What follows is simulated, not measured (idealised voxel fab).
process module | voxel double patterning
cross-section cut | 245 nm wide | cells 5 nm
A cross-section is a grid of square cells, given in bands from the top down. A band is one or more rows of cells.
Each band's line starts with the height of the band's top and of its bottom, in nm. Then come its materials from left to right, each with its width in nm. One material with "throughout" fills the band from edge to edge. "air" is empty space.
Height 0 is the level under which the wafer as received is all one material. The lowest band goes on downwards, as in "0 down".
A width such as "30 to 40" changes by the same amount from each row of cells to the next, from the band's top row to its bottom row.
"no change" after a step means that no cell of the cross-section changed.
closed voids: empty space of 8 cells or more with no open way to the top, each as width x height at its distance from the left edge, in nm
after a step's settings: what the simulator itself notes on the step
overlay nm, on a step with a mask: how far to the right of its planned place the mask lay; to the left if negative
plan
1 op RECEIVE | material Si
2 op CONFORMAL_DEP | material SiO2 | thk nm 10
3 op DIRECTIONAL_DEP | material W | thk nm 15
4 op DIRECTIONAL_DEP | material SiN | thk nm 5
5 op PATTERN | tone open | mask id FIRST | material resist | width nm 15 | pitch nm 50 | thk nm 20 | overlay nm 0
6 op DIRECTIONAL_ETCH | etch materials SiN | depth nm 5
7 op STRIP | etch materials resist
8 op MASKED_ETCH | tone open | mask id SECOND | width nm 15 | etch materials SiN | depth nm 5 | overlay nm 0
9 op DIRECTIONAL_ETCH | etch materials W | depth nm 15
10 op STRIP | etch materials SiN
as received, after step 1
  0 down: Si throughout
  closed voids: none
first wafer at the end, as planned
  25 to 10: W 90 | air 15 | W 10 | air 15 | W 10 | air 15 | W 90
  10 to 0: SiO2 throughout
  0 down: Si throughout
  closed voids: none
second wafer at the end: like start, like plan, one mistake
  25 to 10: W 90 | air 20 | W 5 | air 15 | W 10 | air 20 | W 85
  10 to 0: SiO2 throughout
  0 down: Si throughout
  closed voids: none
what went wrong: step 5 ran as: op PATTERN | tone open | mask id FIRST | material resist | width nm 20 | pitch nm 50 | thk nm 20 | overlay nm 0
at the end the second wafer has, in cells: 6 fewer of W
